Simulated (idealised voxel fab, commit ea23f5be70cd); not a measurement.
The following is a process module called voxel wiring stack.
Shown is cross-section cut, with a width of 240 nm and square cells of size 5 nm.
Notation: cross-section as square-cell grid; stated in bands, top first, going down; one or more cell rows per band.
Each band's line starts with the height of the band's top and of its bottom, in nm. Then come its materials from left to right, each with its width in nm. One material with "full width" fills the band from edge to edge. "empty" is empty space.
A quick word on heights: they are counted from 0, and under that level the wafer as it came to us is one material throughout. The lowest band is different from the rest in having no bottom; it simply continues downward, written as in "z 0 and below".
You'd read "30..40" like this: the band's top row of cells is as wide as the first number, its bottom row is as wide as the second, and going down, every row changes width by the same amount as the row before did.
The cross-section has no changed cell in any step marked "nothing got changed".
"Closed cavities" - sealed voids, min. 8 cells, no opening to top; format: width x height at distance (distance from left edge; nm throughout).
after a step's settings: what the simulator itself notes on the step
When a step includes a mask, the "overlay nm" setting on its line states how far to the right of its planned place that mask lay, and negative values state how far to the left.

**This section lists the process steps that were planned**
1 RECEIVE [material Si]
2 CONFORMAL_DEP [material SiO2] [thk nm 15]
3 DIRECTIONAL_DEP [material TiN] [thk nm 5]
4 DIRECTIONAL_DEP [material Ru] [thk nm 25]
5 PATTERN [tone cover] [mask id METAL_1] [material resist] [width nm 25] [pitch nm 45] [thk nm 20] [overlay nm 0]
6 DIRECTIONAL_ETCH [etch materials Ru] [depth nm 25]
7 DIRECTIONAL_ETCH [etch materials TiN] [depth nm 5]
8 STRIP [etch materials resist]
9 FILL_DEP [material lowk] [thk nm 10]
10 CMP [height nm 45]
11 CONFORMAL_DEP [material SiCN] [thk nm 5]
12 DIRECTIONAL_DEP [material lowk] [thk nm 25]
13 DIRECTIONAL_DEP [material aC] [thk nm 10]
14 PATTERN [tone open] [mask id METAL_2_HOLES] [material resist] [width nm 15] [pitch nm 45] [thk nm 25] [overlay nm 0]
15 DIRECTIONAL_ETCH [etch materials aC] [depth nm 10]
16 STRIP [etch materials resist]
17 DIRECTIONAL_ETCH [etch materials lowk] [depth nm 25]
18 STRIP [etch materials aC]
19 MASKED_ETCH [tone open] [mask id METAL_2] [width nm 25] [pitch nm 45] [etch materials lowk] [depth nm 15] [overlay nm 0]
20 MASKED_ETCH [tone open] [mask id METAL_2] [width nm 25] [pitch nm 45] [etch materials SiCN] [depth nm 5] [overlay nm 0]
21 CONFORMAL_DEP [material TiN] [thk nm 5]
22 FILL_DEP [material Cu] [thk nm 10]
23 CMP [height nm 75]
24 CONFORMAL_DEP [material SiCN] [thk nm 5]

**The cross-section here shows the wafer as received, i.e. in its state after step 1**
    z 0 and below | Si full width
    Closed cavities: none

**The cross-section shown corresponds to the wafer at the conclusion of the module. The initial structure and the process plan are those presented above; however, one mistake occurred in executing the plan**
    z 80 to 75 | SiCN full width
    z 75 to 65 | lowk=40 | TiN=5 | Cu=15 | TiN=5 | lowk=20 | TiN=5 | Cu=15 | TiN=5 | lowk=20 | TiN=5 | Cu=15 | TiN=5 | lowk=20 | TiN=5 | Cu=15 | TiN=5 | lowk=40
    z 65 to 60 | lowk=40 | TiN=5 | Cu=5 | TiN=15 | lowk=20 | TiN=5 | Cu=5 | TiN=15 | lowk=20 | TiN=5 | Cu=5 | TiN=15 | lowk=20 | TiN=5 | Cu=5 | TiN=15 | lowk=40
    z 60 to 50 | lowk=40 | TiN=5 | Cu=5 | TiN=5 | lowk=30 | TiN=5 | Cu=5 | TiN=5 | lowk=30 | TiN=5 | Cu=5 | TiN=5 | lowk=30 | TiN=5 | Cu=5 | TiN=5 | lowk=50
    z 50 to 45 | SiCN=40 | TiN=15 | SiCN=30 | TiN=15 | SiCN=30 | TiN=15 | SiCN=30 | TiN=15 | SiCN=50
    z 45 to 40 | lowk full width
    z 40 to 15 | lowk=40 | Ru=25 | lowk=20 | Ru=25 | lowk=20 | Ru=25 | lowk=20 | Ru=25 | lowk=40
    z 15 to 0 | SiO2 full width
    z 0 and below | Si full width
    Closed cavities: none
Deviation from plan: execution of step 3 of the plan did not take place, the step having been omitted
